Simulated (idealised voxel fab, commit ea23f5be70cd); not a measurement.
Module name: voxel trench capacitor (process module)
Cross-section cut spans 230 nm and uses square cells 5 nm in size.
Just so we're on the same page, the cross-sections are grids of square cells, and they're listed out in bands top to bottom, each band one or more rows deep.
Read a band's entry like this: the first values are the height of its top and the height of its bottom in nm, and what follows is the sequence of materials from left to right, each with its width in nm. Note that "empty" is empty space, and that a single material marked "everywhere" reaches across the band from edge to edge.
Measure heights from 0. That's the level where, below it, the as-received wafer is all one material. The lowest band is bottomless and extends downward; write it as in "top 0, no bottom".
Top row gets the first number, bottom row gets the second, and each row in between changes by the same step: that is how a band width like "30->40" works.
Reading "changes: none" for a step: not a cell of the cross-section changed in it.
Under "Unvented cavities" you'll find the enclosed gaps, the ones with no way out to the top, that are 8 cells or bigger; each reads width x height at distance, with distance counted from the left edge, everything in nm.
after a step's settings: what the simulator itself notes on the step
overlay nm: for a step with a mask, the amount by which the mask lay right of where it was planned; a negative amount means left of it.
[Process steps - plan]
1) RECEIVE: material Si
2) CONFORMAL_DEP: material SiN, thk nm 5
3) DIRECTIONAL_DEP: material aC, thk nm 15
4) PATTERN: tone open, mask id TRENCH, material resist, width nm 20, pitch nm 40, thk nm 30, overlay nm 0
5) DIRECTIONAL_ETCH: etch materials aC, depth nm 15
6) STRIP: etch materials resist
7) DIRECTIONAL_ETCH: etch materials SiN, depth nm 5
8) DIRECTIONAL_ETCH: etch materials Si, depth nm 25
9) STRIP: etch materials aC
10) CONFORMAL_DEP: material SiO2, thk nm 5
11) FILL_DEP: material polySi, thk nm 10
12) CMP: height nm 5
[Concerning the first of two wafers, which was run in accordance with the plan]
[Wafer as received: cross-section following step 1]
top 0, no bottom  Si everywhere
Unvented cavities: none
[Cross-sectional representation of the wafer at the conclusion of step 2]
top 5, bottom 0  SiN everywhere
Everything below 0 is unchanged.
[Cross-sectional representation of the wafer at the conclusion of step 3]
top 20, bottom 5  aC everywhere
Everything below 5 is unchanged.
[Cross-sectional representation of the wafer at the conclusion of step 4]
top 50, bottom 20  resist: 85, empty: 20, resist: 20, empty: 20, resist: 85
Everything below 20 is unchanged.
[Cross-sectional representation of the wafer at the conclusion of step 5]
top 35, bottom 20  resist: 85, empty: 20, resist: 20, empty: 20, resist: 85
top 20, bottom 5  aC: 85, empty: 20, aC: 20, empty: 20, aC: 85
Everything below 5 is unchanged.
[Cross-sectional representation of the wafer at the conclusion of step 6]
top 20, bottom 5  aC: 85, empty: 20, aC: 20, empty: 20, aC: 85
Everything below 5 is unchanged.
[Cross-sectional representation of the wafer at the conclusion of step 7]
top 20, bottom 5  aC: 85, empty: 20, aC: 20, empty: 20, aC: 85
top 5, bottom 0  SiN: 85, empty: 20, SiN: 20, empty: 20, SiN: 85
Everything below 0 is unchanged.
[Cross-sectional representation of the wafer at the conclusion of step 8]
top 20, bottom 5  aC: 85, empty: 20, aC: 20, empty: 20, aC: 85
top 5, bottom 0  SiN: 85, empty: 20, SiN: 20, empty: 20, SiN: 85
top 0, bottom -25  Si: 85, empty: 20, Si: 20, empty: 20, Si: 85
Everything below -25 is unchanged.
[Cross-sectional representation of the wafer at the conclusion of step 9]
top 5, bottom 0  SiN: 85, empty: 20, SiN: 20, empty: 20, SiN: 85
Everything below 0 is unchanged.
[Cross-sectional representation of the wafer at the conclusion of step 10]
top 10, bottom 5  SiO2: 90, empty: 10, SiO2: 30, empty: 10, SiO2: 90
top 5, bottom 0  SiN: 85, SiO2: 5, empty: 10, SiO2: 5, SiN: 20, SiO2: 5, empty: 10, SiO2: 5, SiN: 85
top 0, bottom -20  Si: 85, SiO2: 5, empty: 10, SiO2: 5, Si: 20, SiO2: 5, empty: 10, SiO2: 5, Si: 85
top -20, bottom -25  Si: 85, SiO2: 20, Si: 20, SiO2: 20, Si: 85
Everything below -25 is unchanged.
[Cross-sectional representation of the wafer at the conclusion of step 11]
top 20, bottom 10  polySi everywhere
top 10, bottom 5  SiO2: 90, polySi: 10, SiO2: 30, polySi: 10, SiO2: 90
top 5, bottom 0  SiN: 85, SiO2: 5, polySi: 10, SiO2: 5, SiN: 20, SiO2: 5, polySi: 10, SiO2: 5, SiN: 85
top 0, bottom -20  Si: 85, SiO2: 5, polySi: 10, SiO2: 5, Si: 20, SiO2: 5, polySi: 10, SiO2: 5, Si: 85
Everything below -20 is unchanged.
[Cross-sectional representation of the wafer at the conclusion of step 12]
top 5, bottom 0  SiN: 85, SiO2: 5, polySi: 10, SiO2: 5, SiN: 20, SiO2: 5, polySi: 10, SiO2: 5, SiN: 85
Everything below 0 is unchanged.
[Wafer two: like wafer one in start and plan, but with one mistake in execution; identical up to and including step 3]
[Cross-section of the second wafer at the time by which step 4 should have been completed according to the plan]
top 50, bottom 20  resist: 75, empty: 20, resist: 20, empty: 20, resist: 95
Everything below 20 is unchanged.
[Cross-section of the second wafer at the time by which step 5 should have been completed according to the plan]
top 35, bottom 20  resist: 75, empty: 20, resist: 20, empty: 20, resist: 95
top 20, bottom 5  aC: 75, empty: 20, aC: 20, empty: 20, aC: 95
Everything below 5 is unchanged.
[Cross-section of the second wafer at the time by which step 6 should have been completed according to the plan]
top 20, bottom 5  aC: 75, empty: 20, aC: 20, empty: 20, aC: 95
Everything below 5 is unchanged.
[Cross-section of the second wafer at the time by which step 7 should have been completed according to the plan]
top 20, bottom 5  aC: 75, empty: 20, aC: 20, empty: 20, aC: 95
top 5, bottom 0  SiN: 75, empty: 20, SiN: 20, empty: 20, SiN: 95
Everything below 0 is unchanged.
[Cross-section of the second wafer at the time by which step 8 should have been completed according to the plan]
top 20, bottom 5  aC: 75, empty: 20, aC: 20, empty: 20, aC: 95
top 5, bottom 0  SiN: 75, empty: 20, SiN: 20, empty: 20, SiN: 95
top 0, bottom -25  Si: 75, empty: 20, Si: 20, empty: 20, Si: 95
Everything below -25 is unchanged.
[Cross-section of the second wafer at the time by which step 9 should have been completed according to the plan]
top 5, bottom 0  SiN: 75, empty: 20, SiN: 20, empty: 20, SiN: 95
Everything below 0 is unchanged.
[Cross-section of the second wafer at the time by which step 10 should have been completed according to the plan]
top 10, bottom 5  SiO2: 80, empty: 10, SiO2: 30, empty: 10, SiO2: 100
top 5, bottom 0  SiN: 75, SiO2: 5, empty: 10, SiO2: 5, SiN: 20, SiO2: 5, empty: 10, SiO2: 5, SiN: 95
top 0, bottom -20  Si: 75, SiO2: 5, empty: 10, SiO2: 5, Si: 20, SiO2: 5, empty: 10, SiO2: 5, Si: 95
top -20, bottom -25  Si: 75, SiO2: 20, Si: 20, SiO2: 20, Si: 95
Everything below -25 is unchanged.
[Cross-section of the second wafer at the time by which step 11 should have been completed according to the plan]
top 20, bottom 10  polySi everywhere
top 10, bottom 5  SiO2: 80, polySi: 10, SiO2: 30, polySi: 10, SiO2: 100
top 5, bottom 0  SiN: 75, SiO2: 5, polySi: 10, SiO2: 5, SiN: 20, SiO2: 5, polySi: 10, SiO2: 5, SiN: 95
top 0, bottom -20  Si: 75, SiO2: 5, polySi: 10, SiO2: 5, Si: 20, SiO2: 5, polySi: 10, SiO2: 5, Si: 95
Everything below -20 is unchanged.
[Cross-section of the second wafer at the time by which step 12 should have been completed according to the plan]
top 5, bottom 0  SiN: 75, SiO2: 5, polySi: 10, SiO2: 5, SiN: 20, SiO2: 5, polySi: 10, SiO2: 5, SiN: 95
Everything below 0 is unchanged.
Plan not followed: step 4 ran differently from the plan; actual operation with settings: PATTERN: tone open, mask id TRENCH, material resist, width nm 20, pitch nm 40, thk nm 30, overlay nm -10
at the end the second wafer has, in cells: as many of each material as the first, in other places
